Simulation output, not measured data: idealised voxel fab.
process module | voxel self aligned vias
cross-section cut | 255 nm wide | cells 5 nm
A cross-section is a grid of square cells, given in bands from the top down. A band is one or more rows of cells.
Each band's line starts with the height of the band's top and of its bottom, in nm. Then come its materials from left to right, each with its width in nm. One material with "throughout" fills the band from edge to edge. "air" is empty space.
Height 0 is the level under which the wafer as received is all one material. The lowest band goes on downwards, as in "0 down".
A width such as "30 to 40" changes by the same amount from each row of cells to the next, from the band's top row to its bottom row.
"no change" after a step means that no cell of the cross-section changed.
closed voids: empty space of 8 cells or more with no open way to the top, each as width x height at its distance from the left edge, in nm
after a step's settings: what the simulator itself notes on the step
overlay nm, on a step with a mask: how far to the right of its planned place the mask lay; to the left if negative
plan
1 op RECEIVE | material Si
2 op CONFORMAL_DEP | material SiO2 | thk nm 15
3 op CONFORMAL_DEP | material SiCN | thk nm 5
4 op DIRECTIONAL_DEP | material SiO2 | thk nm 25
5 op PATTERN | tone open | mask id LINES | material resist | width nm 25 | pitch nm 65 | thk nm 20 | overlay nm 0
6 op DIRECTIONAL_ETCH | etch materials SiO2 | depth nm 25
7 op STRIP | etch materials resist
8 op CONFORMAL_DEP | material TiN | thk nm 5
9 op FILL_DEP | material W | thk nm 10
10 op CMP | height nm 45
11 op SELECTIVE_ETCH | etch materials W Ru TiN | depth nm 5
12 op FILL_DEP | material SiN | thk nm 10
13 op CMP | height nm 45
14 op DIRECTIONAL_DEP | material SiO2 | thk nm 20
15 op DIRECTIONAL_DEP | material aC | thk nm 15
16 op PATTERN | tone open | mask id VIAS | material resist | width nm 45 | pitch nm 65 | thk nm 30 | overlay nm 0
17 op DIRECTIONAL_ETCH | etch materials aC | depth nm 15
18 op STRIP | etch materials resist
19 op DIRECTIONAL_ETCH | etch materials SiO2 | depth nm 20
20 op DIRECTIONAL_ETCH | etch materials SiN | depth nm 5
21 op STRIP | etch materials aC
22 op CONFORMAL_DEP | material TiN | thk nm 5
23 op FILL_DEP | material W | thk nm 5
24 op CMP | height nm 65
25 op CONFORMAL_DEP | material SiN | thk nm 5
as received, after step 1
  0 down: Si throughout
  closed voids: none
a wafer at the end: this start, this plan, one mistake
  70 to 65: SiN throughout
  65 to 50: SiO2 45 | TiN 5 | W 25 | TiN 5 | SiO2 30 | TiN 5 | W 25 | TiN 5 | SiO2 30 | TiN 5 | W 25 | TiN 5 | SiO2 45
  50 to 45: SiO2 45 | TiN 10 | W 15 | TiN 10 | SiO2 30 | TiN 10 | W 15 | TiN 10 | SiO2 30 | TiN 10 | W 15 | TiN 10 | SiO2 45
  45 to 40: SiO2 50 | TiN 25 | SiO2 40 | TiN 25 | SiO2 40 | TiN 25 | SiO2 50
  40 to 25: SiO2 50 | TiN 5 | W 15 | TiN 5 | SiO2 40 | TiN 5 | W 15 | TiN 5 | SiO2 40 | TiN 5 | W 15 | TiN 5 | SiO2 50
  25 to 20: SiO2 50 | TiN 25 | SiO2 40 | TiN 25 | SiO2 40 | TiN 25 | SiO2 50
  20 to 15: SiCN throughout
  15 to 0: SiO2 throughout
  0 down: Si throughout
  closed voids: none
what went wrong: step 16 ran as: op PATTERN | tone open | mask id VIAS | material resist | width nm 35 | pitch nm 65 | thk nm 30 | overlay nm 0
